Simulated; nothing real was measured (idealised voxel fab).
Module name: voxel self aligned vias (process module)
Shown is cross-section cut, with a width of 145 nm and square cells of size 5 nm.
In this document a cross-section is written as a grid of square cells. It is given as a series of bands, listed from the top down, and a band is one or more rows of cells. It is stipulated that each band's entry specify, in nanometres, the height of the top of the band and then that of its bottom, followed by the materials of the band in left-to-right sequence, each together with its width in nanometres. A single material marked by the word "everywhere" is understood to fill the band from edge to edge; the word "air" is understood to denote empty space. Zero point of the height axis is 0; under it, received wafer = one material. Lowest band: continues down indefinitely, "from 0 down". Width: "30 to 40" (first number = top row, second number = bottom row, same change from row to row of cells). It should be understood that the words "no change occurred", when stated for a given step, signify that the cross-section underwent no change in any of its cells during that step. Listed in "Fully enclosed voids": every empty space of 8 or more cells without an open way to the top. Form: width x height at distance, the distance being from the left edge, all in nm. The remark found on a step's line after its settings is issued by the simulator itself and pertains to that step. overlay nm: how far to the right of its planned place the mask lay on this masked step (negative: to the left).

-- Planned step list for the process
step 1: RECEIVE | material Si
step 2: CONFORMAL_DEP | material SiO2 | thk nm 10
step 3: CONFORMAL_DEP | material SiCN | thk nm 5
step 4: DIRECTIONAL_DEP | material SiO2 | thk nm 30
step 5: MASKED_ETCH | tone open | mask id LINES | width nm 30 | pitch nm 55 | etch materials SiO2 | depth nm 30 | overlay nm 0
step 6: CONFORMAL_DEP | material TiN | thk nm 5
step 7: FILL_DEP | material W | thk nm 5
step 8: CMP | height nm 45
step 9: SELECTIVE_ETCH | etch materials W Ru TiN | depth nm 5
step 10: FILL_DEP | material SiN | thk nm 5
step 11: CMP | height nm 45
step 12: DIRECTIONAL_DEP | material SiO2 | thk nm 15
step 13: MASKED_ETCH | tone open | mask id VIAS | width nm 40 | etch materials SiO2 | depth nm 15 | overlay nm 0
step 14: MASKED_ETCH | tone open | mask id VIAS | width nm 40 | etch materials SiN | depth nm 5 | overlay nm 0
step 15: CONFORMAL_DEP | material TiN | thk nm 5
step 16: FILL_DEP | material Ru | thk nm 5
step 17: CMP | height nm 60
step 18: CONFORMAL_DEP | material SiN | thk nm 5

-- Step 1 complete: cross-section of the wafer as received
> from 0 down: Si everywhere
> Fully enclosed voids: none

-- Cross-section taken at module completion on the first of two wafers; processed per the plan
> from 65 to 60: SiN everywhere
> from 60 to 50: SiO2 25 nm; TiN 5 nm; Ru 30 nm; TiN 5 nm; SiO2 80 nm
> from 50 to 45: SiO2 25 nm; TiN 10 nm; Ru 20 nm; TiN 10 nm; SiO2 80 nm
> from 45 to 40: SiO2 30 nm; TiN 30 nm; SiO2 25 nm; SiN 30 nm; SiO2 30 nm
> from 40 to 20: SiO2 30 nm; TiN 5 nm; W 20 nm; TiN 5 nm; SiO2 25 nm; TiN 5 nm; W 20 nm; TiN 5 nm; SiO2 30 nm
> from 20 to 15: SiO2 30 nm; TiN 30 nm; SiO2 25 nm; TiN 30 nm; SiO2 30 nm
> from 15 to 10: SiCN everywhere
> from 10 to 0: SiO2 everywhere
> from 0 down: Si everywhere
> Fully enclosed voids: none

-- This cross-section belongs to the second wafer of two at the end of the module; the start and the plan were shared with the first, and the run included one mistake
> from 75 to 60: SiN everywhere
> from 60 to 50: SiO2 25 nm; TiN 5 nm; Ru 30 nm; TiN 5 nm; SiO2 80 nm
> from 50 to 45: SiO2 25 nm; TiN 10 nm; Ru 20 nm; TiN 10 nm; SiO2 80 nm
> from 45 to 40: SiO2 30 nm; TiN 30 nm; SiO2 25 nm; SiN 30 nm; SiO2 30 nm
> from 40 to 20: SiO2 30 nm; TiN 5 nm; W 20 nm; TiN 5 nm; SiO2 25 nm; TiN 5 nm; W 20 nm; TiN 5 nm; SiO2 30 nm
> from 20 to 15: SiO2 30 nm; TiN 30 nm; SiO2 25 nm; TiN 30 nm; SiO2 30 nm
> from 15 to 10: SiCN everywhere
> from 10 to 0: SiO2 everywhere
> from 0 down: Si everywhere
> Fully enclosed voids: none
Misprocessing identified: step 18 did not use the planned setting and instead ran as CONFORMAL_DEP | material SiN | thk nm 15
Heads up, by the end the second wafer has more or fewer cells of some materials compared to the first: SiN: 58 more
